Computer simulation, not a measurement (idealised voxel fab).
Module name: voxel capacitor over wiring (process module)
Displayed cross-section: cut, width of 245 nm, square cells sized 5 nm.
The cross-sections in this document take the form of a grid made of square cells. They are written out as bands, in order from top to bottom. Each band consists of one or more rows of cells. Band entry format. Leading values: height of top, height of bottom, nm. Remainder: materials in left-to-right order, each with its width in nm. Special words: "full width" on a single material, which then fills the band edge to edge; "blank", empty space. The reference from which all heights are counted is 0, the level beneath which the as-received wafer is entirely one material; the lowest band, having no lower bound, proceeds downward and is written after the example "0 nm and below". Quick explanation for "30->40": the width changes in equal steps down the rows of cells, from the first number in the band's top row to the second number in its bottom row. The designation "same as before", where it is given for a processing step, indicates that no cell of the cross-section was altered in the course of that step. Entry "Encapsulated voids" = empty spaces >= 8 cells with no open way to the top; each as width x height at distance, distance from left edge, all nm. On each step's line, the part that comes after the settings is the simulator's own comment on the step. "overlay nm" answers the question of how far to the right of plan the mask lay on a step that has a mask, and when it is negative the answer is to the left.
Process steps (planned):
1,op RECEIVE | material Si
2,op CONFORMAL_DEP | material SiO2 | thk nm 15
3,op CONFORMAL_DEP | material SiN | thk nm 5
4,op DIRECTIONAL_DEP | material SiO2 | thk nm 15
5,op MASKED_ETCH | tone open | mask id METAL_1 | width nm 30 | pitch nm 100 | etch materials SiO2 | depth nm 15 | overlay nm 0
6,op MASKED_ETCH | tone open | mask id METAL_1 | width nm 30 | pitch nm 100 | etch materials SiN | depth nm 5 | overlay nm 0
7,op CONFORMAL_DEP | material TiN | thk nm 5
8,op FILL_DEP | material W | thk nm 10
9,op CMP | height nm 35
10,op EPI | material Ru | thk nm 5
11,op FILL_DEP | material SiCN | thk nm 5
12,op DIRECTIONAL_DEP | material SiO2 | thk nm 20
13,op DIRECTIONAL_DEP | material aC | thk nm 15
14,op PATTERN | tone open | mask id PLUG_1 | material resist | width nm 15 | thk nm 35 | overlay nm 0
15,op DIRECTIONAL_ETCH | etch materials aC | depth nm 15
16,op STRIP | etch materials resist
17,op DIRECTIONAL_ETCH | etch materials SiO2 | depth nm 20
18,op DIRECTIONAL_ETCH | etch materials SiCN | depth nm 5
19,op STRIP | etch materials aC
20,op CONFORMAL_DEP | material TiN | thk nm 5
21,op FILL_DEP | material Ru | thk nm 5
22,op CMP | height nm 65
23,op DIRECTIONAL_DEP | material TiN | thk nm 5
24,op DIRECTIONAL_DEP | material SiN | thk nm 5
25,op DIRECTIONAL_DEP | material TiN | thk nm 5
26,op DIRECTIONAL_DEP | material aC | thk nm 15
27,op PATTERN | tone cover | mask id UPPER_PLATE | material resist | width nm 75 | thk nm 30 | overlay nm 0
28,op DIRECTIONAL_ETCH | etch materials aC | depth nm 15
29,op STRIP | etch materials resist
30,op DIRECTIONAL_ETCH | etch materials TiN | depth nm 5
31,op DIRECTIONAL_ETCH | etch materials SiN | depth nm 5
32,op STRIP | etch materials aC
33,op DIRECTIONAL_DEP | material aC | thk nm 15
34,op PATTERN | tone cover | mask id LOWER_PLATE | material resist | width nm 85 | thk nm 30 | overlay nm 0
35,op DIRECTIONAL_ETCH | etch materials aC | depth nm 15
36,op STRIP | etch materials resist
37,op DIRECTIONAL_ETCH | etch materials TiN | depth nm 5
38,op STRIP | etch materials aC
39,op FILL_DEP | material SiO2 | thk nm 20
40,op CMP | height nm 95
41,op PATTERN | tone open | mask id PLUG_2 | material resist | width nm 15 | thk nm 20 | overlay nm 0
42,op DIRECTIONAL_ETCH | etch materials SiO2 | depth nm 15
43,op STRIP | etch materials resist
44,op CONFORMAL_DEP | material TiN | thk nm 5
45,op FILL_DEP | material Ru | thk nm 10
46,op CMP | height nm 95
47,op CONFORMAL_DEP | material SiN | thk nm 5
Concerning the first of two wafers, which was run in accordance with the plan:
Received-state cross-section, reflecting completion of step 1:
* 0 nm and below | Si full width
* Encapsulated voids: none
Once step 2 is through, the wafer looks like this in cross-section:
* 15 nm to 0 nm | SiO2 full width
* Anything lower than 0 is untouched.
Once step 3 is through, the wafer looks like this in cross-section:
* 20 nm to 15 nm | SiN full width
* Anything lower than 15 is untouched.
Once step 4 is through, the wafer looks like this in cross-section:
* 35 nm to 20 nm | SiO2 full width
* Anything lower than 20 is untouched.
Once step 5 is through, the wafer looks like this in cross-section:
* 35 nm to 20 nm | SiO2 55 nm / blank 30 nm / SiO2 70 nm / blank 30 nm / SiO2 60 nm
* Anything lower than 20 is untouched.
Once step 6 is through, the wafer looks like this in cross-section:
* 35 nm to 20 nm | SiO2 55 nm / blank 30 nm / SiO2 70 nm / blank 30 nm / SiO2 60 nm
* 20 nm to 15 nm | SiN 55 nm / blank 30 nm / SiN 70 nm / blank 30 nm / SiN 60 nm
* Anything lower than 15 is untouched.
Once step 7 is through, the wafer looks like this in cross-section:
* 40 nm to 35 nm | TiN 60 nm / blank 20 nm / TiN 80 nm / blank 20 nm / TiN 65 nm
* 35 nm to 20 nm | SiO2 55 nm / TiN 5 nm / blank 20 nm / TiN 5 nm / SiO2 70 nm / TiN 5 nm / blank 20 nm / TiN 5 nm / SiO2 60 nm
* 20 nm to 15 nm | SiN 55 nm / TiN 30 nm / SiN 70 nm / TiN 30 nm / SiN 60 nm
* Anything lower than 15 is untouched.
Once step 8 is through, the wafer looks like this in cross-section:
* 50 nm to 40 nm | W full width
* 40 nm to 35 nm | TiN 60 nm / W 20 nm / TiN 80 nm / W 20 nm / TiN 65 nm
* 35 nm to 20 nm | SiO2 55 nm / TiN 5 nm / W 20 nm / TiN 5 nm / SiO2 70 nm / TiN 5 nm / W 20 nm / TiN 5 nm / SiO2 60 nm
* Anything lower than 20 is untouched.
Once step 9 is through, the wafer looks like this in cross-section:
* 35 nm to 20 nm | SiO2 55 nm / TiN 5 nm / W 20 nm / TiN 5 nm / SiO2 70 nm / TiN 5 nm / W 20 nm / TiN 5 nm / SiO2 60 nm
* Anything lower than 20 is untouched.
Once step 10 is through, the wafer looks like this in cross-section:
* 40 nm to 35 nm | blank 50 nm / Ru 40 nm / blank 60 nm / Ru 40 nm / blank 55 nm
* Anything lower than 35 is untouched.
Once step 11 is through, the wafer looks like this in cross-section:
* 45 nm to 40 nm | SiCN full width
* 40 nm to 35 nm | SiCN 50 nm / Ru 40 nm / SiCN 60 nm / Ru 40 nm / SiCN 55 nm
* Anything lower than 35 is untouched.
Once step 12 is through, the wafer looks like this in cross-section:
* 65 nm to 45 nm | SiO2 full width
* Anything lower than 45 is untouched.
Once step 13 is through, the wafer looks like this in cross-section:
* 80 nm to 65 nm | aC full width
* Anything lower than 65 is untouched.
Once step 14 is through, the wafer looks like this in cross-section:
* 115 nm to 80 nm | resist 70 nm / blank 15 nm / resist 160 nm
* Anything lower than 80 is untouched.
Once step 15 is through, the wafer looks like this in cross-section:
* 100 nm to 80 nm | resist 70 nm / blank 15 nm / resist 160 nm
* 80 nm to 65 nm | aC 70 nm / blank 15 nm / aC 160 nm
* Anything lower than 65 is untouched.
Once step 16 is through, the wafer looks like this in cross-section:
* 80 nm to 65 nm | aC 70 nm / blank 15 nm / aC 160 nm
* Anything lower than 65 is untouched.
Once step 17 is through, the wafer looks like this in cross-section:
* 80 nm to 65 nm | aC 70 nm / blank 15 nm / aC 160 nm
* 65 nm to 45 nm | SiO2 70 nm / blank 15 nm / SiO2 160 nm
* Anything lower than 45 is untouched.
Once step 18 is through, the wafer looks like this in cross-section:
* 80 nm to 65 nm | aC 70 nm / blank 15 nm / aC 160 nm
* 65 nm to 45 nm | SiO2 70 nm / blank 15 nm / SiO2 160 nm
* 45 nm to 40 nm | SiCN 70 nm / blank 15 nm / SiCN 160 nm
* Anything lower than 40 is untouched.
Once step 19 is through, the wafer looks like this in cross-section:
* 65 nm to 45 nm | SiO2 70 nm / blank 15 nm / SiO2 160 nm
* Anything lower than 45 is untouched.
Once step 20 is through, the wafer looks like this in cross-section:
* 70 nm to 65 nm | TiN 75 nm / blank 5 nm / TiN 165 nm
* 65 nm to 45 nm | SiO2 70 nm / TiN 5 nm / blank 5 nm / TiN 5 nm / SiO2 160 nm
* 45 nm to 40 nm | SiCN 70 nm / TiN 15 nm / SiCN 160 nm
* Anything lower than 40 is untouched.
Once step 21 is through, the wafer looks like this in cross-section:
* 75 nm to 70 nm | Ru full width
* 70 nm to 65 nm | TiN 75 nm / Ru 5 nm / TiN 165 nm
* 65 nm to 45 nm | SiO2 70 nm / TiN 5 nm / Ru 5 nm / TiN 5 nm / SiO2 160 nm
* Anything lower than 45 is untouched.
Once step 22 is through, the wafer looks like this in cross-section:
* 65 nm to 45 nm | SiO2 70 nm / TiN 5 nm / Ru 5 nm / TiN 5 nm / SiO2 160 nm
* Anything lower than 45 is untouched.
Once step 23 is through, the wafer looks like this in cross-section:
* 70 nm to 65 nm | TiN full width
* Anything lower than 65 is untouched.
Once step 24 is through, the wafer looks like this in cross-section:
* 75 nm to 70 nm | SiN full width
* Anything lower than 70 is untouched.
Once step 25 is through, the wafer looks like this in cross-section:
* 80 nm to 75 nm | TiN full width
* Anything lower than 75 is untouched.
Once step 26 is through, the wafer looks like this in cross-section:
* 95 nm to 80 nm | aC full width
* Anything lower than 80 is untouched.
Once step 27 is through, the wafer looks like this in cross-section:
* 125 nm to 95 nm | blank 70 nm / resist 75 nm / blank 100 nm
* Anything lower than 95 is untouched.
Once step 28 is through, the wafer looks like this in cross-section:
* 110 nm to 95 nm | blank 70 nm / resist 75 nm / blank 100 nm
* 95 nm to 80 nm | blank 70 nm / aC 75 nm / blank 100 nm
* Anything lower than 80 is untouched.
Once step 29 is through, the wafer looks like this in cross-section:
* 95 nm to 80 nm | blank 70 nm / aC 75 nm / blank 100 nm
* Anything lower than 80 is untouched.
Once step 30 is through, the wafer looks like this in cross-section:
* 95 nm to 80 nm | blank 70 nm / aC 75 nm / blank 100 nm
* 80 nm to 75 nm | blank 70 nm / TiN 75 nm / blank 100 nm
* Anything lower than 75 is untouched.
Once step 31 is through, the wafer looks like this in cross-section:
* 95 nm to 80 nm | blank 70 nm / aC 75 nm / blank 100 nm
* 80 nm to 75 nm | blank 70 nm / TiN 75 nm / blank 100 nm
* 75 nm to 70 nm | blank 70 nm / SiN 75 nm / blank 100 nm
* Anything lower than 70 is untouched.
Once step 32 is through, the wafer looks like this in cross-section:
* 80 nm to 75 nm | blank 70 nm / TiN 75 nm / blank 100 nm
* Anything lower than 75 is untouched.
Once step 33 is through, the wafer looks like this in cross-section:
* 95 nm to 85 nm | blank 70 nm / aC 75 nm / blank 100 nm
* 85 nm to 80 nm | aC full width
* 80 nm to 75 nm | aC 70 nm / TiN 75 nm / aC 100 nm
* 75 nm to 70 nm | aC 70 nm / SiN 75 nm / aC 100 nm
* Anything lower than 70 is untouched.
Once step 34 is through, the wafer looks like this in cross-section:
* 125 nm to 95 nm | blank 65 nm / resist 85 nm / blank 95 nm
* 95 nm to 85 nm | blank 65 nm / resist 5 nm / aC 75 nm / resist 5 nm / blank 95 nm
* Anything lower than 85 is untouched.
Once step 35 is through, the wafer looks like this in cross-section:
* 110 nm to 95 nm | blank 65 nm / resist 85 nm / blank 95 nm
* 95 nm to 85 nm | blank 65 nm / resist 5 nm / aC 75 nm / resist 5 nm / blank 95 nm
* 85 nm to 80 nm | blank 65 nm / aC 85 nm / blank 95 nm
* 80 nm to 75 nm | blank 65 nm / aC 5 nm / TiN 75 nm / aC 5 nm / blank 95 nm
* 75 nm to 70 nm | blank 65 nm / aC 5 nm / SiN 75 nm / aC 5 nm / blank 95 nm
* Anything lower than 70 is untouched.
Once step 36 is through, the wafer looks like this in cross-section:
* 95 nm to 85 nm | blank 70 nm / aC 75 nm / blank 100 nm
* Anything lower than 85 is untouched.
Once step 37 is through, the wafer looks like this in cross-section:
* 95 nm to 85 nm | blank 70 nm / aC 75 nm / blank 100 nm
* 85 nm to 80 nm | blank 65 nm / aC 85 nm / blank 95 nm
* 80 nm to 75 nm | blank 65 nm / aC 5 nm / TiN 75 nm / aC 5 nm / blank 95 nm
* 75 nm to 70 nm | blank 65 nm / aC 5 nm / SiN 75 nm / aC 5 nm / blank 95 nm
* 70 nm to 65 nm | blank 65 nm / TiN 85 nm / blank 95 nm
* Anything lower than 65 is untouched.
Once step 38 is through, the wafer looks like this in cross-section:
* 80 nm to 75 nm | blank 70 nm / TiN 75 nm / blank 100 nm
* 75 nm to 70 nm | blank 70 nm / SiN 75 nm / blank 100 nm
* Anything lower than 70 is untouched.
Once step 39 is through, the wafer looks like this in cross-section:
* 100 nm to 80 nm | SiO2 full width
* 80 nm to 75 nm | SiO2 70 nm / TiN 75 nm / SiO2 100 nm
* 75 nm to 70 nm | SiO2 70 nm / SiN 75 nm / SiO2 100 nm
* 70 nm to 65 nm | SiO2 65 nm / TiN 85 nm / SiO2 95 nm
* Anything lower than 65 is untouched.
Once step 40 is through, the wafer looks like this in cross-section:
* 95 nm to 80 nm | SiO2 full width
* Anything lower than 80 is untouched.
Once step 41 is through, the wafer looks like this in cross-section:
* 115 nm to 95 nm | resist 80 nm / blank 15 nm / resist 150 nm
* Anything lower than 95 is untouched.
Once step 42 is through, the wafer looks like this in cross-section:
* 115 nm to 95 nm | resist 80 nm / blank 15 nm / resist 150 nm
* 95 nm to 80 nm | SiO2 80 nm / blank 15 nm / SiO2 150 nm
* Anything lower than 80 is untouched.
Once step 43 is through, the wafer looks like this in cross-section:
* 95 nm to 80 nm | SiO2 80 nm / blank 15 nm / SiO2 150 nm
* Anything lower than 80 is untouched.
Once step 44 is through, the wafer looks like this in cross-section:
* 100 nm to 95 nm | TiN 85 nm / blank 5 nm / TiN 155 nm
* 95 nm to 85 nm | SiO2 80 nm / TiN 5 nm / blank 5 nm / TiN 5 nm / SiO2 150 nm
* 85 nm to 75 nm | SiO2 80->70 nm / TiN 15->75 nm / SiO2 150->100 nm
* Anything lower than 75 is untouched.
Once step 45 is through, the wafer looks like this in cross-section:
* 110 nm to 100 nm | Ru full width
* 100 nm to 95 nm | TiN 85 nm / Ru 5 nm / TiN 155 nm
* 95 nm to 85 nm | SiO2 80 nm / TiN 5 nm / Ru 5 nm / TiN 5 nm / SiO2 150 nm
* Anything lower than 85 is untouched.
Once step 46 is through, the wafer looks like this in cross-section:
* 95 nm to 85 nm | SiO2 80 nm / TiN 5 nm / Ru 5 nm / TiN 5 nm / SiO2 150 nm
* Anything lower than 85 is untouched.
Once step 47 is through, the wafer looks like this in cross-section:
* 100 nm to 95 nm | SiN full width
* Anything lower than 95 is untouched.
The remaining wafer, second of the two, started like the first and was run to the same plan, except that one mistake was made along the way; the two coincide through step 26, inclusive:
Second wafer, cross-section, planned end of step 27:
* 125 nm to 95 nm | blank 75 nm / resist 70 nm / blank 100 nm
* Anything lower than 95 is untouched.
Second wafer, cross-section, planned end of step 28:
* 110 nm to 95 nm | blank 75 nm / resist 70 nm / blank 100 nm
* 95 nm to 80 nm | blank 75 nm / aC 70 nm / blank 100 nm
* Anything lower than 80 is untouched.
Second wafer, cross-section, planned end of step 29:
* 95 nm to 80 nm | blank 75 nm / aC 70 nm / blank 100 nm
* Anything lower than 80 is untouched.
Second wafer, cross-section, planned end of step 30:
* 95 nm to 80 nm | blank 75 nm / aC 70 nm / blank 100 nm
* 80 nm to 75 nm | blank 75 nm / TiN 70 nm / blank 100 nm
* Anything lower than 75 is untouched.
Second wafer, cross-section, planned end of step 31:
* 95 nm to 80 nm | blank 75 nm / aC 70 nm / blank 100 nm
* 80 nm to 75 nm | blank 75 nm / TiN 70 nm / blank 100 nm
* 75 nm to 70 nm | blank 75 nm / SiN 70 nm / blank 100 nm
* Anything lower than 70 is untouched.
Second wafer, cross-section, planned end of step 32:
* 80 nm to 75 nm | blank 75 nm / TiN 70 nm / blank 100 nm
* Anything lower than 75 is untouched.
Second wafer, cross-section, planned end of step 33:
* 95 nm to 85 nm | blank 75 nm / aC 70 nm / blank 100 nm
* 85 nm to 80 nm | aC full width
* 80 nm to 75 nm | aC 75 nm / TiN 70 nm / aC 100 nm
* 75 nm to 70 nm | aC 75 nm / SiN 70 nm / aC 100 nm
* Anything lower than 70 is untouched.
Second wafer, cross-section, planned end of step 34:
* 125 nm to 95 nm | blank 65 nm / resist 85 nm / blank 95 nm
* 95 nm to 85 nm | blank 65 nm / resist 10 nm / aC 70 nm / resist 5 nm / blank 95 nm
* Anything lower than 85 is untouched.
Second wafer, cross-section, planned end of step 35:
* 110 nm to 95 nm | blank 65 nm / resist 85 nm / blank 95 nm
* 95 nm to 85 nm | blank 65 nm / resist 10 nm / aC 70 nm / resist 5 nm / blank 95 nm
* 85 nm to 80 nm | blank 65 nm / aC 85 nm / blank 95 nm
* 80 nm to 75 nm | blank 65 nm / aC 10 nm / TiN 70 nm / aC 5 nm / blank 95 nm
* 75 nm to 70 nm | blank 65 nm / aC 10 nm / SiN 70 nm / aC 5 nm / blank 95 nm
* Anything lower than 70 is untouched.
Second wafer, cross-section, planned end of step 36:
* 95 nm to 85 nm | blank 75 nm / aC 70 nm / blank 100 nm
* Anything lower than 85 is untouched.
Second wafer, cross-section, planned end of step 37:
* 95 nm to 85 nm | blank 75 nm / aC 70 nm / blank 100 nm
* 85 nm to 80 nm | blank 65 nm / aC 85 nm / blank 95 nm
* 80 nm to 75 nm | blank 65 nm / aC 10 nm / TiN 70 nm / aC 5 nm / blank 95 nm
* 75 nm to 70 nm | blank 65 nm / aC 10 nm / SiN 70 nm / aC 5 nm / blank 95 nm
* 70 nm to 65 nm | blank 65 nm / TiN 85 nm / blank 95 nm
* Anything lower than 65 is untouched.
Second wafer, cross-section, planned end of step 38:
* 80 nm to 75 nm | blank 75 nm / TiN 70 nm / blank 100 nm
* 75 nm to 70 nm | blank 75 nm / SiN 70 nm / blank 100 nm
* Anything lower than 70 is untouched.
Second wafer, cross-section, planned end of step 39:
* 100 nm to 80 nm | SiO2 full width
* 80 nm to 75 nm | SiO2 75 nm / TiN 70 nm / SiO2 100 nm
* 75 nm to 70 nm | SiO2 75 nm / SiN 70 nm / SiO2 100 nm
* 70 nm to 65 nm | SiO2 65 nm / TiN 85 nm / SiO2 95 nm
* Anything lower than 65 is untouched.
Second wafer, cross-section, planned end of step 40:
* 95 nm to 80 nm | SiO2 full width
* Anything lower than 80 is untouched.
Second wafer, cross-section, planned end of step 41:
* 115 nm to 95 nm | resist 80 nm / blank 15 nm / resist 150 nm
* Anything lower than 95 is untouched.
Second wafer, cross-section, planned end of step 42:
* 115 nm to 95 nm | resist 80 nm / blank 15 nm / resist 150 nm
* 95 nm to 80 nm | SiO2 80 nm / blank 15 nm / SiO2 150 nm
* Anything lower than 80 is untouched.
Second wafer, cross-section, planned end of step 43:
* 95 nm to 80 nm | SiO2 80 nm / blank 15 nm / SiO2 150 nm
* Anything lower than 80 is untouched.
Second wafer, cross-section, planned end of step 44:
* 100 nm to 95 nm | TiN 85 nm / blank 5 nm / TiN 155 nm
* 95 nm to 85 nm | SiO2 80 nm / TiN 5 nm / blank 5 nm / TiN 5 nm / SiO2 150 nm
* 85 nm to 75 nm | SiO2 80->75 nm / TiN 15->70 nm / SiO2 150->100 nm
* Anything lower than 75 is untouched.
Second wafer, cross-section, planned end of step 45:
* 110 nm to 100 nm | Ru full width
* 100 nm to 95 nm | TiN 85 nm / Ru 5 nm / TiN 155 nm
* 95 nm to 85 nm | SiO2 80 nm / TiN 5 nm / Ru 5 nm / TiN 5 nm / SiO2 150 nm
* Anything lower than 85 is untouched.
Second wafer, cross-section, planned end of step 46:
* 95 nm to 85 nm | SiO2 80 nm / TiN 5 nm / Ru 5 nm / TiN 5 nm / SiO2 150 nm
* Anything lower than 85 is untouched.
Second wafer, cross-section, planned end of step 47:
* 100 nm to 95 nm | SiN full width
* Anything lower than 95 is untouched.
Nonconformance to the process plan: step 27, actual vs plan mismatch, actual run op PATTERN | tone cover | mask id UPPER_PLATE | material resist | width nm 70 | thk nm 30 | overlay nm 0
Per the end-of-run cell counts, the second wafer holds more or fewer of some materials than the first: SiN -1 | SiO2 +2 | TiN -1
